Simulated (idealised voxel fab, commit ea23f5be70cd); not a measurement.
Process module heading - voxel capacitor over wiring
Shown is cross-section cut, with a width of 155 nm and square cells of size 5 nm.
In what follows, cross-sections appear as grids of square cells, described through bands that run from the top down, where every band is one or more rows of cells. Look at the band entry: it leads with the top's height and the bottom's height in nm. Then it lists the materials left to right, with a width in nm for each. The word "all across" on a single material says that material fills the band edge to edge. The word "blank" is empty space. The reference from which all heights are counted is 0, the level beneath which the as-received wafer is entirely one material; the lowest band, having no lower bound, proceeds downward and is written after the example "0 down". Width spec "30->40" -> top row of cells at first value, bottom row at second value, equal per-row change in between. The cross-section has no changed cell in any step marked "changes: none". Enclosed voids (no open way to top), threshold 8 cells or more, entry "Closed void listing", notation width x height at distance, distance from left edge, nm. Formally, on a step line, whatever follows the settings is a remark that the simulator itself makes on the step. On any step carrying a mask, the "overlay nm" setting, if present on the step's line, tells how far right of its planned place the mask lay; negative values point to the left.

**This section lists the process steps that were planned**
1: RECEIVE [material Si]
2: CONFORMAL_DEP [material SiO2] [thk nm 15]
3: CONFORMAL_DEP [material SiCN] [thk nm 5]
4: DIRECTIONAL_DEP [material SiO2] [thk nm 20]
5: DIRECTIONAL_DEP [material aC] [thk nm 10]
6: PATTERN [tone open] [mask id METAL_1] [material resist] [width nm 30] [pitch nm 85] [thk nm 30] [overlay nm 0]
7: DIRECTIONAL_ETCH [etch materials aC] [depth nm 10]
8: STRIP [etch materials resist]
9: DIRECTIONAL_ETCH [etch materials SiO2] [depth nm 20]
10: DIRECTIONAL_ETCH [etch materials SiCN] [depth nm 5]
11: STRIP [etch materials aC]
12: CONFORMAL_DEP [material TiN] [thk nm 5]
13: FILL_DEP [material Cu] [thk nm 10]
14: CMP [height nm 40]
15: EPI [material Ru] [thk nm 5]
16: FILL_DEP [material SiCN] [thk nm 5]
17: DIRECTIONAL_DEP [material lowk] [thk nm 20]
18: DIRECTIONAL_DEP [material aC] [thk nm 10]
19: PATTERN [tone open] [mask id PLUG_1] [material resist] [width nm 15] [thk nm 30] [overlay nm 0]
20: DIRECTIONAL_ETCH [etch materials aC] [depth nm 10]
21: STRIP [etch materials resist]
22: DIRECTIONAL_ETCH [etch materials lowk] [depth nm 20]
23: DIRECTIONAL_ETCH [etch materials SiCN] [depth nm 5]
24: STRIP [etch materials aC]
25: EPI [material Ru] [thk nm 10]
26: EPI [material Ru] [thk nm 10]
27: EPI [material Ru] [thk nm 5]
28: DIRECTIONAL_DEP [material TiN] [thk nm 5]
29: DIRECTIONAL_DEP [material HfO2] [thk nm 5]
30: DIRECTIONAL_DEP [material TiN] [thk nm 5]
31: PATTERN [tone cover] [mask id UPPER_PLATE] [material resist] [width nm 60] [thk nm 15] [overlay nm 0]
32: DIRECTIONAL_ETCH [etch materials TiN] [depth nm 5]
33: DIRECTIONAL_ETCH [etch materials HfO2] [depth nm 5]
34: STRIP [etch materials resist]
35: DIRECTIONAL_DEP [material aC] [thk nm 15]
36: PATTERN [tone cover] [mask id LOWER_PLATE] [material resist] [width nm 70] [thk nm 35] [overlay nm 0]
37: DIRECTIONAL_ETCH [etch materials aC] [depth nm 15]
38: STRIP [etch materials resist]
39: DIRECTIONAL_ETCH [etch materials TiN] [depth nm 5]
40: STRIP [etch materials aC]
41: FILL_DEP [material SiO2] [thk nm 15]
42: CMP [height nm 95]
43: MASKED_ETCH [tone open] [mask id PLUG_2] [width nm 15] [etch materials SiO2] [depth nm 10] [overlay nm 0]
44: CONFORMAL_DEP [material TiN] [thk nm 5]
45: FILL_DEP [material W] [thk nm 10]
46: CMP [height nm 95]
47: CONFORMAL_DEP [material SiCN] [thk nm 5]

**Here's what the wafer looked like in cross-section when it arrived - that's after step 1**
    0 down: Si all across
    Closed void listing: none

**Starting wafer: above. Plan: above. Run: one mistake. Cross-section after the module: below**
    100 to 95: SiCN all across
    95 to 90: 45 SiO2 | 5 TiN | 5 W | 5 TiN | 95 SiO2
    90 to 80: 45->35 SiO2 | 15->60 TiN | 95->60 SiO2
    80 to 75: 35 SiO2 | 60 HfO2 | 60 SiO2
    75 to 70: 30 SiO2 | 70 TiN | 55 SiO2
    70 to 50: 35 lowk | 15 Ru | 105 lowk
    50 to 45: 35 SiCN | 15 Ru | 105 SiCN
    45 to 40: 15 SiCN | 40 Ru | 45 SiCN | 40 Ru | 15 SiCN
    40 to 35: 20 SiCN | 30 TiN | 55 SiCN | 30 TiN | 20 SiCN
    35 to 0: SiO2 all across
    0 down: Si all across
    Closed void listing: none
Deviation noted in wafer processing: plan steps 3 and 4 run swapped
